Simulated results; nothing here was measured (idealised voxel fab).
process module | voxel ribs on slabs
Pictured: cross-section cut, 295 nm wide, on a grid of 5 nm square cells.
Notation: cross-section as square-cell grid; stated in bands, top first, going down; one or more cell rows per band.
Band: top height; bottom height; in nm. Then, left to right: material with width in nm, for each material. "edge to edge": a single material spanning edge to edge. "blank": empty space.
A quick word on heights: they are counted from 0, and under that level the wafer as it came to us is one material throughout. The lowest band is different from the rest in having no bottom; it simply continues downward, written as in "from 0 down".
Width "30 to 40": first value at the band's top row of cells, second value at its bottom row, equal change from row to row.
"identical to before" -> step changed no cross-section cell.
You'll see "Sealed internal cavities" listing empty spaces that have no way open to the top, as long as they're 8 cells or more; the notation is width x height at distance, where the distance is from the left edge, and all of it is in nm.
The remark found on a step's line after its settings is issued by the simulator itself and pertains to that step.
The line of a step may include "overlay nm". On a step with a mask, this value is how far to the right of its planned place the mask lay. A negative value means the mask lay to the left.
# So here's the lineup of process steps we planned
1: RECEIVE | material Si
2: DIRECTIONAL_DEP | material SiO2 | thk nm 25
3: DIRECTIONAL_DEP | material SiN | thk nm 20
4: MASKED_ETCH | tone cover | mask id RIB | width nm 15 | etch materials SiN | depth nm 10 | overlay nm 0
5: PATTERN | tone cover | mask id SLAB | material resist | width nm 55 | thk nm 15 | overlay nm 0
6: DIRECTIONAL_ETCH | etch materials SiN | depth nm 10
7: STRIP | etch materials resist
8: FILL_DEP | material SiO2 | thk nm 25
9: CMP | height nm 60
10: DIRECTIONAL_DEP | material TiN | thk nm 10
11: DIRECTIONAL_DEP | material aC | thk nm 15
12: PATTERN | tone cover | mask id HEATER | material resist | width nm 25 | thk nm 30 | overlay nm 0
13: DIRECTIONAL_ETCH | etch materials aC | depth nm 15
14: STRIP | etch materials resist
15: DIRECTIONAL_ETCH | etch materials TiN | depth nm 10
16: STRIP | etch materials aC
17: CONFORMAL_DEP | material SiN | thk nm 10
# First of two wafers, processed according to plan
# as received, after step 1
	from 0 down | Si edge to edge
	Sealed internal cavities: none
# After step 2, in cross-section
	from 25 to 0 | SiO2 edge to edge
	Rest of section, below 0: as before.
# After step 3, in cross-section
	from 45 to 25 | SiN edge to edge
	Rest of section, below 25: as before.
# After step 4, in cross-section
	from 45 to 35 | blank: 140  SiN: 15  blank: 140
	Rest of section, below 35: as before.
# After step 5, in cross-section
	from 60 to 45 | blank: 120  resist: 55  blank: 120
	from 45 to 35 | blank: 120  resist: 20  SiN: 15  resist: 20  blank: 120
	Rest of section, below 35: as before.
# After step 6, in cross-section
	from 60 to 45 | blank: 120  resist: 55  blank: 120
	from 45 to 35 | blank: 120  resist: 20  SiN: 15  resist: 20  blank: 120
	from 35 to 25 | blank: 120  SiN: 55  blank: 120
	Rest of section, below 25: as before.
# After step 7, in cross-section
	from 45 to 35 | blank: 140  SiN: 15  blank: 140
	Rest of section, below 35: as before.
# After step 8, in cross-section
	from 70 to 45 | SiO2 edge to edge
	from 45 to 35 | SiO2: 140  SiN: 15  SiO2: 140
	from 35 to 25 | SiO2: 120  SiN: 55  SiO2: 120
	Rest of section, below 25: as before.
# After step 9, in cross-section
	from 60 to 45 | SiO2 edge to edge
	Rest of section, below 45: as before.
# After step 10, in cross-section
	from 70 to 60 | TiN edge to edge
	Rest of section, below 60: as before.
# After step 11, in cross-section
	from 85 to 70 | aC edge to edge
	Rest of section, below 70: as before.
# After step 12, in cross-section
	from 115 to 85 | blank: 135  resist: 25  blank: 135
	Rest of section, below 85: as before.
# After step 13, in cross-section
	from 100 to 85 | blank: 135  resist: 25  blank: 135
	from 85 to 70 | blank: 135  aC: 25  blank: 135
	Rest of section, below 70: as before.
# After step 14, in cross-section
	from 85 to 70 | blank: 135  aC: 25  blank: 135
	Rest of section, below 70: as before.
# After step 15, in cross-section
	from 85 to 70 | blank: 135  aC: 25  blank: 135
	from 70 to 60 | blank: 135  TiN: 25  blank: 135
	Rest of section, below 60: as before.
# After step 16, in cross-section
	from 70 to 60 | blank: 135  TiN: 25  blank: 135
	Rest of section, below 60: as before.
# After step 17, in cross-section
	from 80 to 70 | blank: 125  SiN: 45  blank: 125
	from 70 to 60 | SiN: 135  TiN: 25  SiN: 135
	Rest of section, below 60: as before.
# Companion wafer, the second of two: same beginning, same intended sequence, one mistake in carrying it out; through step 11 inclusive it tracks the first exactly
# Second wafer, cut view, end of step 12 per plan
	from 115 to 85 | resist: 135  blank: 25  resist: 135
	Rest of section, below 85: as before.
# Second wafer, cut view, end of step 13 per plan
	from 100 to 85 | resist: 135  blank: 25  resist: 135
	from 85 to 70 | aC: 135  blank: 25  aC: 135
	Rest of section, below 70: as before.
# Second wafer, cut view, end of step 14 per plan
	from 85 to 70 | aC: 135  blank: 25  aC: 135
	Rest of section, below 70: as before.
# Second wafer, cut view, end of step 15 per plan
	from 85 to 70 | aC: 135  blank: 25  aC: 135
	from 70 to 60 | TiN: 135  blank: 25  TiN: 135
	Rest of section, below 60: as before.
# Second wafer, cut view, end of step 16 per plan
	from 70 to 60 | TiN: 135  blank: 25  TiN: 135
	Rest of section, below 60: as before.
# Second wafer, cut view, end of step 17 per plan
	from 80 to 70 | SiN: 145  blank: 5  SiN: 145
	from 70 to 60 | TiN: 135  SiN: 25  TiN: 135
	Rest of section, below 60: as before.
Here's what went sideways: step 12 went in with a setting other than planned; the actual run was PATTERN | tone open | mask id HEATER | material resist | width nm 25 | thk nm 30 | overlay nm 0
Final tally in cells, some materials are higher or lower on the second wafer than on the first: +98 TiN
